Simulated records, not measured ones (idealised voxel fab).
The name of this process module is voxel self aligned contacts.
FYI the section here is cut, 190 nm wide, cells are 5 nm squares.
Format of a cross-section: grid, square cells. Given as bands. Order: top down. Band: one or more rows of cells. The entry gives the band's vertical extent as a top height and a bottom height in nm, then its horizontal make-up as materials from left to right, each with a width in nm. "blank" stands for empty space; a single material marked "all across" fills the band edge to edge. Convention: height 0 is the level below which the wafer, as received, is all one material. The lowest band does not terminate at the bottom but continues downward, represented as "z 0 and below". Width spec "30..40" -> top row of cells at first value, bottom row at second value, equal per-row change in between. The cross-section has no changed cell in any step marked "no change". Reported under the label "Cavities, sealed" are the empty spaces having no open way to the top and comprising 8 cells or more; the notation for each is width x height at distance, in which the distance is measured from the left edge and all three values are in nm. Read whatever lies past the settings on a step's line as the simulator's own remark about the step. A step line may carry the setting "overlay nm", which, for steps involving a mask, states the distance by which the mask lay to the right of its intended position; negative values denote displacement to the left.
Here's what the planned process steps look like
step 1: RECEIVE with material Si
step 2: CONFORMAL_DEP with material SiO2, thk nm 5
step 3: DIRECTIONAL_DEP with material polySi, thk nm 20
step 4: DIRECTIONAL_DEP with material SiN, thk nm 20
step 5: DIRECTIONAL_DEP with material aC, thk nm 15
step 6: PATTERN with tone cover, mask id GATE, material resist, width nm 25, pitch nm 65, thk nm 35, overlay nm 0
step 7: DIRECTIONAL_ETCH with etch materials aC, depth nm 15
step 8: STRIP with etch materials resist
step 9: DIRECTIONAL_ETCH with etch materials SiN, depth nm 20
step 10: DIRECTIONAL_ETCH with etch materials polySi, depth nm 20
step 11: STRIP with etch materials aC
step 12: CONFORMAL_DEP with material SiN, thk nm 10
step 13: DIRECTIONAL_ETCH with etch materials SiN, depth nm 10
step 14: FILL_DEP with material SiO2, thk nm 20
step 15: CMP with height nm 55
step 16: PATTERN with tone open, mask id CONTACT, material resist, width nm 50, pitch nm 65, thk nm 20, overlay nm 0
step 17: DIRECTIONAL_ETCH with etch materials SiO2, depth nm 55
step 18: STRIP with etch materials resist
step 19: CONFORMAL_DEP with material TiN, thk nm 5
step 20: FILL_DEP with material Ru, thk nm 5
step 21: CMP with height nm 55
step 22: CONFORMAL_DEP with material SiCN, thk nm 5
First of two wafers, processed according to plan
Cross-section of the wafer upon arrival, representing the state reached after step 1
> z 0 and below | Si all across
> Cavities, sealed: none
Presented here is a cross-section of the wafer after step 2 has been performed
> z 5 to 0 | SiO2 all across
> Unchanged below 0.
Presented here is a cross-section of the wafer after step 3 has been performed
> z 25 to 5 | polySi all across
> Unchanged below 5.
Presented here is a cross-section of the wafer after step 4 has been performed
> z 45 to 25 | SiN all across
> Unchanged below 25.
Presented here is a cross-section of the wafer after step 5 has been performed
> z 60 to 45 | aC all across
> Unchanged below 45.
Presented here is a cross-section of the wafer after step 6 has been performed
> z 95 to 60 | blank 15, then resist 25, then blank 40, then resist 25, then blank 40, then resist 25, then blank 20
> Unchanged below 60.
Presented here is a cross-section of the wafer after step 7 has been performed
> z 80 to 60 | blank 15, then resist 25, then blank 40, then resist 25, then blank 40, then resist 25, then blank 20
> z 60 to 45 | blank 15, then aC 25, then blank 40, then aC 25, then blank 40, then aC 25, then blank 20
> Unchanged below 45.
Presented here is a cross-section of the wafer after step 8 has been performed
> z 60 to 45 | blank 15, then aC 25, then blank 40, then aC 25, then blank 40, then aC 25, then blank 20
> Unchanged below 45.
Presented here is a cross-section of the wafer after step 9 has been performed
> z 60 to 45 | blank 15, then aC 25, then blank 40, then aC 25, then blank 40, then aC 25, then blank 20
> z 45 to 25 | blank 15, then SiN 25, then blank 40, then SiN 25, then blank 40, then SiN 25, then blank 20
> Unchanged below 25.
Presented here is a cross-section of the wafer after step 10 has been performed
> z 60 to 45 | blank 15, then aC 25, then blank 40, then aC 25, then blank 40, then aC 25, then blank 20
> z 45 to 25 | blank 15, then SiN 25, then blank 40, then SiN 25, then blank 40, then SiN 25, then blank 20
> z 25 to 5 | blank 15, then polySi 25, then blank 40, then polySi 25, then blank 40, then polySi 25, then blank 20
> Unchanged below 5.
Presented here is a cross-section of the wafer after step 11 has been performed
> z 45 to 25 | blank 15, then SiN 25, then blank 40, then SiN 25, then blank 40, then SiN 25, then blank 20
> Unchanged below 25.
Presented here is a cross-section of the wafer after step 12 has been performed
> z 55 to 25 | blank 5, then SiN 45, then blank 20, then SiN 45, then blank 20, then SiN 45, then blank 10
> z 25 to 15 | blank 5, then SiN 10, then polySi 25, then SiN 10, then blank 20, then SiN 10, then polySi 25, then SiN 10, then blank 20, then SiN 10, then polySi 25, then SiN 10, then blank 10
> z 15 to 5 | SiN 15, then polySi 25, then SiN 40, then polySi 25, then SiN 40, then polySi 25, then SiN 20
> Unchanged below 5.
Presented here is a cross-section of the wafer after step 13 has been performed
> z 45 to 25 | blank 5, then SiN 45, then blank 20, then SiN 45, then blank 20, then SiN 45, then blank 10
> z 25 to 5 | blank 5, then SiN 10, then polySi 25, then SiN 10, then blank 20, then SiN 10, then polySi 25, then SiN 10, then blank 20, then SiN 10, then polySi 25, then SiN 10, then blank 10
> Unchanged below 5.
Presented here is a cross-section of the wafer after step 14 has been performed
> z 65 to 45 | SiO2 all across
> z 45 to 25 | SiO2 5, then SiN 45, then SiO2 20, then SiN 45, then SiO2 20, then SiN 45, then SiO2 10
> z 25 to 5 | SiO2 5, then SiN 10, then polySi 25, then SiN 10, then SiO2 20, then SiN 10, then polySi 25, then SiN 10, then SiO2 20, then SiN 10, then polySi 25, then SiN 10, then SiO2 10
> Unchanged below 5.
Presented here is a cross-section of the wafer after step 15 has been performed
> z 55 to 45 | SiO2 all across
> Unchanged below 45.
Presented here is a cross-section of the wafer after step 16 has been performed
> z 75 to 55 | resist 35, then blank 50, then resist 15, then blank 50, then resist 40
> Unchanged below 55.
Presented here is a cross-section of the wafer after step 17 has been performed
> z 75 to 55 | resist 35, then blank 50, then resist 15, then blank 50, then resist 40
> z 55 to 45 | SiO2 35, then blank 50, then SiO2 15, then blank 50, then SiO2 40
> z 45 to 25 | SiO2 5, then SiN 45, then blank 20, then SiN 45, then blank 20, then SiN 45, then SiO2 10
> z 25 to 5 | SiO2 5, then SiN 10, then polySi 25, then SiN 10, then blank 20, then SiN 10, then polySi 25, then SiN 10, then blank 20, then SiN 10, then polySi 25, then SiN 10, then SiO2 10
> z 5 to 0 | SiO2 50, then blank 20, then SiO2 45, then blank 20, then SiO2 55
> Unchanged below 0.
Presented here is a cross-section of the wafer after step 18 has been performed
> z 55 to 45 | SiO2 35, then blank 50, then SiO2 15, then blank 50, then SiO2 40
> Unchanged below 45.
Presented here is a cross-section of the wafer after step 19 has been performed
> z 60 to 55 | TiN 40, then blank 40, then TiN 25, then blank 40, then TiN 45
> z 55 to 45 | SiO2 35, then TiN 5..20, then blank 40..10, then TiN 5..20, then SiO2 15, then TiN 5..20, then blank 40..10, then TiN 5..20, then SiO2 40
> z 45 to 25 | SiO2 5, then SiN 45, then TiN 5, then blank 10, then TiN 5, then SiN 45, then TiN 5, then blank 10, then TiN 5, then SiN 45, then SiO2 10
> z 25 to 5 | SiO2 5, then SiN 10, then polySi 25, then SiN 10, then TiN 5, then blank 10, then TiN 5, then SiN 10, then polySi 25, then SiN 10, then TiN 5, then blank 10, then TiN 5, then SiN 10, then polySi 25, then SiN 10, then SiO2 10
> z 5 to 0 | SiO2 50, then TiN 20, then SiO2 45, then TiN 20, then SiO2 55
> Unchanged below 0.
Presented here is a cross-section of the wafer after step 20 has been performed
> z 65 to 60 | Ru all across
> z 60 to 55 | TiN 40, then Ru 40, then TiN 25, then Ru 40, then TiN 45
> z 55 to 45 | SiO2 35, then TiN 5..20, then Ru 40..10, then TiN 5..20, then SiO2 15, then TiN 5..20, then Ru 40..10, then TiN 5..20, then SiO2 40
> z 45 to 25 | SiO2 5, then SiN 45, then TiN 5, then Ru 10, then TiN 5, then SiN 45, then TiN 5, then Ru 10, then TiN 5, then SiN 45, then SiO2 10
> z 25 to 5 | SiO2 5, then SiN 10, then polySi 25, then SiN 10, then TiN 5, then Ru 10, then TiN 5, then SiN 10, then polySi 25, then SiN 10, then TiN 5, then Ru 10, then TiN 5, then SiN 10, then polySi 25, then SiN 10, then SiO2 10
> Unchanged below 5.
Presented here is a cross-section of the wafer after step 21 has been performed
> z 55 to 45 | SiO2 35, then TiN 5..20, then Ru 40..10, then TiN 5..20, then SiO2 15, then TiN 5..20, then Ru 40..10, then TiN 5..20, then SiO2 40
> Unchanged below 45.
Presented here is a cross-section of the wafer after step 22 has been performed
> z 60 to 55 | SiCN all across
> Unchanged below 55.
Second of two: same start, same plan, one run error; steps up to and including 1 match the first
X-section, second wafer, when step 2 was due to finish
> z 20 to 0 | polySi all across
> Unchanged below 0.
X-section, second wafer, when step 3 was due to finish
> z 25 to 20 | SiO2 all across
> Unchanged below 20.
X-section, second wafer, when step 4 was due to finish
> z 45 to 25 | SiN all across
> Unchanged below 25.
X-section, second wafer, when step 5 was due to finish
> z 60 to 45 | aC all across
> Unchanged below 45.
X-section, second wafer, when step 6 was due to finish
> z 95 to 60 | blank 15, then resist 25, then blank 40, then resist 25, then blank 40, then resist 25, then blank 20
> Unchanged below 60.
X-section, second wafer, when step 7 was due to finish
> z 80 to 60 | blank 15, then resist 25, then blank 40, then resist 25, then blank 40, then resist 25, then blank 20
> z 60 to 45 | blank 15, then aC 25, then blank 40, then aC 25, then blank 40, then aC 25, then blank 20
> Unchanged below 45.
X-section, second wafer, when step 8 was due to finish
> z 60 to 45 | blank 15, then aC 25, then blank 40, then aC 25, then blank 40, then aC 25, then blank 20
> Unchanged below 45.
X-section, second wafer, when step 9 was due to finish
> z 60 to 45 | blank 15, then aC 25, then blank 40, then aC 25, then blank 40, then aC 25, then blank 20
> z 45 to 25 | blank 15, then SiN 25, then blank 40, then SiN 25, then blank 40, then SiN 25, then blank 20
> Unchanged below 25.
X-section, second wafer, when step 10 was due to finish: no change
X-section, second wafer, when step 11 was due to finish
> z 45 to 25 | blank 15, then SiN 25, then blank 40, then SiN 25, then blank 40, then SiN 25, then blank 20
> Unchanged below 25.
X-section, second wafer, when step 12 was due to finish
> z 55 to 35 | blank 5, then SiN 45, then blank 20, then SiN 45, then blank 20, then SiN 45, then blank 10
> z 35 to 25 | SiN all across
> Unchanged below 25.
X-section, second wafer, when step 13 was due to finish
> z 45 to 25 | blank 5, then SiN 45, then blank 20, then SiN 45, then blank 20, then SiN 45, then blank 10
> Unchanged below 25.
X-section, second wafer, when step 14 was due to finish
> z 65 to 45 | SiO2 all across
> z 45 to 25 | SiO2 5, then SiN 45, then SiO2 20, then SiN 45, then SiO2 20, then SiN 45, then SiO2 10
> Unchanged below 25.
X-section, second wafer, when step 15 was due to finish
> z 55 to 45 | SiO2 all across
> Unchanged below 45.
X-section, second wafer, when step 16 was due to finish
> z 75 to 55 | resist 35, then blank 50, then resist 15, then blank 50, then resist 40
> Unchanged below 55.
X-section, second wafer, when step 17 was due to finish
> z 75 to 55 | resist 35, then blank 50, then resist 15, then blank 50, then resist 40
> z 55 to 45 | SiO2 35, then blank 50, then SiO2 15, then blank 50, then SiO2 40
> z 45 to 25 | SiO2 5, then SiN 45, then blank 20, then SiN 45, then blank 20, then SiN 45, then SiO2 10
> z 25 to 20 | SiO2 50, then blank 20, then SiO2 45, then blank 20, then SiO2 55
> Unchanged below 20.
X-section, second wafer, when step 18 was due to finish
> z 55 to 45 | SiO2 35, then blank 50, then SiO2 15, then blank 50, then SiO2 40
> Unchanged below 45.
X-section, second wafer, when step 19 was due to finish
> z 60 to 55 | TiN 40, then blank 40, then TiN 25, then blank 40, then TiN 45
> z 55 to 45 | SiO2 35, then TiN 5..20, then blank 40..10, then TiN 5..20, then SiO2 15, then TiN 5..20, then blank 40..10, then TiN 5..20, then SiO2 40
> z 45 to 25 | SiO2 5, then SiN 45, then TiN 5, then blank 10, then TiN 5, then SiN 45, then TiN 5, then blank 10, then TiN 5, then SiN 45, then SiO2 10
> z 25 to 20 | SiO2 50, then TiN 20, then SiO2 45, then TiN 20, then SiO2 55
> Unchanged below 20.
X-section, second wafer, when step 20 was due to finish
> z 65 to 60 | Ru all across
> z 60 to 55 | TiN 40, then Ru 40, then TiN 25, then Ru 40, then TiN 45
> z 55 to 45 | SiO2 35, then TiN 5..20, then Ru 40..10, then TiN 5..20, then SiO2 15, then TiN 5..20, then Ru 40..10, then TiN 5..20, then SiO2 40
> z 45 to 25 | SiO2 5, then SiN 45, then TiN 5, then Ru 10, then TiN 5, then SiN 45, then TiN 5, then Ru 10, then TiN 5, then SiN 45, then SiO2 10
> Unchanged below 25.
X-section, second wafer, when step 21 was due to finish
> z 55 to 45 | SiO2 35, then TiN 5..20, then Ru 40..10, then TiN 5..20, then SiO2 15, then TiN 5..20, then Ru 40..10, then TiN 5..20, then SiO2 40
> Unchanged below 45.
X-section, second wafer, when step 22 was due to finish
> z 60 to 55 | SiCN all across
> Unchanged below 55.
Error vs. plan: it was found that steps 2 and 3 of the process plan had been performed in exchanged positions
The final cell counts differ between the wafers, with the second having more or fewer of some materials than the first: 16 fewer of Ru, 48 fewer of SiN, 12 fewer of SiO2, 16 fewer of TiN, 92 more of polySi
